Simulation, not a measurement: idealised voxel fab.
Documented hereafter: the process module known as voxel gate over fins.
Xsec cut, 265 nm wide, square cell size 5 nm.
Think of the cross-section as a grid of square cells. We describe it in bands, top to bottom, and each band covers one or more rows of those cells.
Each band's line starts with the height of the band's top and of its bottom, in nm. Then come its materials from left to right, each with its width in nm. One material with "throughout" fills the band from edge to edge. "air" is empty space.
Height datum 0, below which the as-received substrate wafer is one material. Lowest band open at the bottom, running downward: "from 0 down".
Read "30 to 40" as a graded width: first number on top, second number at the bottom, same change between each pair of neighbouring rows.
Given "no change" for a step, no cell of the cross-section differs between before and after that step.
The label "Completely sealed voids" introduces a list of the empty spaces, 8 cells or larger, that have no open way up to the top; each entry in it reads width x height at distance, where the distance is taken from the left edge and all three are stated in nm.
Step line, after settings: the simulator's comment on this step.
"overlay nm", when on a step's line for a step with a mask, measures how far to the right of its planned place the mask lay; a negative measure means to the left.
plan
| 1 | op RECEIVE | material Si |
| 2 | op CONFORMAL_DEP | material SiN | thk nm 5 |
| 3 | op DIRECTIONAL_DEP | material aC | thk nm 15 |
| 4 | op PATTERN | tone cover | mask id FINS | material resist | width nm 15 | pitch nm 40 | thk nm 35 | overlay nm 0 |
| 5 | op DIRECTIONAL_ETCH | etch materials aC | depth nm 15 |
| 6 | op STRIP | etch materials resist |
| 7 | op DIRECTIONAL_ETCH | etch materials SiN | depth nm 5 |
| 8 | op DIRECTIONAL_ETCH | etch materials Si | depth nm 40 |
| 9 | op STRIP | etch materials aC |
| 10 | op FILL_DEP | material SiO2 | thk nm 10 |
| 11 | op CMP | height nm 5 |
| 12 | op SELECTIVE_ETCH | etch materials SiO2 | depth nm 15 |
| 13 | op STRIP | etch materials SiN |
| 14 | op CONFORMAL_DEP | material HfO2 | thk nm 5 |
| 15 | op CONFORMAL_DEP | material TiN | thk nm 5 |
| 16 | op FILL_DEP | material W | thk nm 15 |
| 17 | op CMP | height nm 20 |
| 18 | op CONFORMAL_DEP | material SiCN | thk nm 5 |
The first of the two wafers, which ran as planned
Cross-section: wafer on arrival = after step 1
    from 0 down: Si throughout
    Completely sealed voids: none
You're looking at a cross-section of the wafer after step 2
    from 5 to 0: SiN throughout
    Below 0, no change.
You're looking at a cross-section of the wafer after step 3
    from 20 to 5: aC throughout
    Below 5, no change.
You're looking at a cross-section of the wafer after step 4
    from 55 to 20: air (105), resist (15), air (25), resist (15), air (105)
    Below 20, no change.
You're looking at a cross-section of the wafer after step 5
    from 40 to 20: air (105), resist (15), air (25), resist (15), air (105)
    from 20 to 5: air (105), aC (15), air (25), aC (15), air (105)
    Below 5, no change.
You're looking at a cross-section of the wafer after step 6
    from 20 to 5: air (105), aC (15), air (25), aC (15), air (105)
    Below 5, no change.
You're looking at a cross-section of the wafer after step 7
    from 20 to 5: air (105), aC (15), air (25), aC (15), air (105)
    from 5 to 0: air (105), SiN (15), air (25), SiN (15), air (105)
    Below 0, no change.
You're looking at a cross-section of the wafer after step 8
    from 20 to 5: air (105), aC (15), air (25), aC (15), air (105)
    from 5 to 0: air (105), SiN (15), air (25), SiN (15), air (105)
    from 0 to -40: air (105), Si (15), air (25), Si (15), air (105)
    Below -40, no change.
You're looking at a cross-section of the wafer after step 9
    from 5 to 0: air (105), SiN (15), air (25), SiN (15), air (105)
    Below 0, no change.
You're looking at a cross-section of the wafer after step 10
    from 15 to 5: SiO2 throughout
    from 5 to 0: SiO2 (105), SiN (15), SiO2 (25), SiN (15), SiO2 (105)
    from 0 to -40: SiO2 (105), Si (15), SiO2 (25), Si (15), SiO2 (105)
    Below -40, no change.
You're looking at a cross-section of the wafer after step 11
    from 5 to 0: SiO2 (105), SiN (15), SiO2 (25), SiN (15), SiO2 (105)
    Below 0, no change.
You're looking at a cross-section of the wafer after step 12
    from 5 to 0: air (105), SiN (15), air (25), SiN (15), air (105)
    from 0 to -10: air (105), Si (15), air (25), Si (15), air (105)
    Below -10, no change.
You're looking at a cross-section of the wafer after step 13
    from 0 to -10: air (105), Si (15), air (25), Si (15), air (105)
    Below -10, no change.
You're looking at a cross-section of the wafer after step 14
    from 5 to 0: air (100), HfO2 (25), air (15), HfO2 (25), air (100)
    from 0 to -5: air (100), HfO2 (5), Si (15), HfO2 (5), air (15), HfO2 (5), Si (15), HfO2 (5), air (100)
    from -5 to -10: HfO2 (105), Si (15), HfO2 (25), Si (15), HfO2 (105)
    Below -10, no change.
You're looking at a cross-section of the wafer after step 15
    from 10 to 5: air (95), TiN (35), air (5), TiN (35), air (95)
    from 5 to 0: air (95), TiN (5), HfO2 (25), TiN (5), air (5), TiN (5), HfO2 (25), TiN (5), air (95)
    from 0 to -5: TiN (100), HfO2 (5), Si (15), HfO2 (5), TiN (15), HfO2 (5), Si (15), HfO2 (5), TiN (100)
    Below -5, no change.
You're looking at a cross-section of the wafer after step 16
    from 25 to 10: W throughout
    from 10 to 5: W (95), TiN (35), W (5), TiN (35), W (95)
    from 5 to 0: W (95), TiN (5), HfO2 (25), TiN (5), W (5), TiN (5), HfO2 (25), TiN (5), W (95)
    Below 0, no change.
You're looking at a cross-section of the wafer after step 17
    from 20 to 10: W throughout
    Below 10, no change.
You're looking at a cross-section of the wafer after step 18
    from 25 to 20: SiCN throughout
    Below 20, no change.
Second wafer, same starting state and plan as the first, one mistake in the run, identical through step 13
The second wafer in cross-section, at the planned close of step 14
    from 5 to 0: air (100), TiN (25), air (15), TiN (25), air (100)
    from 0 to -5: air (100), TiN (5), Si (15), TiN (5), air (15), TiN (5), Si (15), TiN (5), air (100)
    from -5 to -10: TiN (105), Si (15), TiN (25), Si (15), TiN (105)
    Below -10, no change.
The second wafer in cross-section, at the planned close of step 15
    from 10 to 5: air (95), HfO2 (35), air (5), HfO2 (35), air (95)
    from 5 to 0: air (95), HfO2 (5), TiN (25), HfO2 (5), air (5), HfO2 (5), TiN (25), HfO2 (5), air (95)
    from 0 to -5: HfO2 (100), TiN (5), Si (15), TiN (5), HfO2 (15), TiN (5), Si (15), TiN (5), HfO2 (100)
    Below -5, no change.
The second wafer in cross-section, at the planned close of step 16
    from 25 to 10: W throughout
    from 10 to 5: W (95), HfO2 (35), W (5), HfO2 (35), W (95)
    from 5 to 0: W (95), HfO2 (5), TiN (25), HfO2 (5), W (5), HfO2 (5), TiN (25), HfO2 (5), W (95)
    Below 0, no change.
The second wafer in cross-section, at the planned close of step 17
    from 20 to 10: W throughout
    Below 10, no change.
The second wafer in cross-section, at the planned close of step 18
    from 25 to 20: SiCN throughout
    Below 20, no change.
Deviation from plan: steps 14 and 15 run out of order (swapped)
At the end, each material covers as many cells on the second wafer as it does on the first, though the cells it covers are elsewhere.
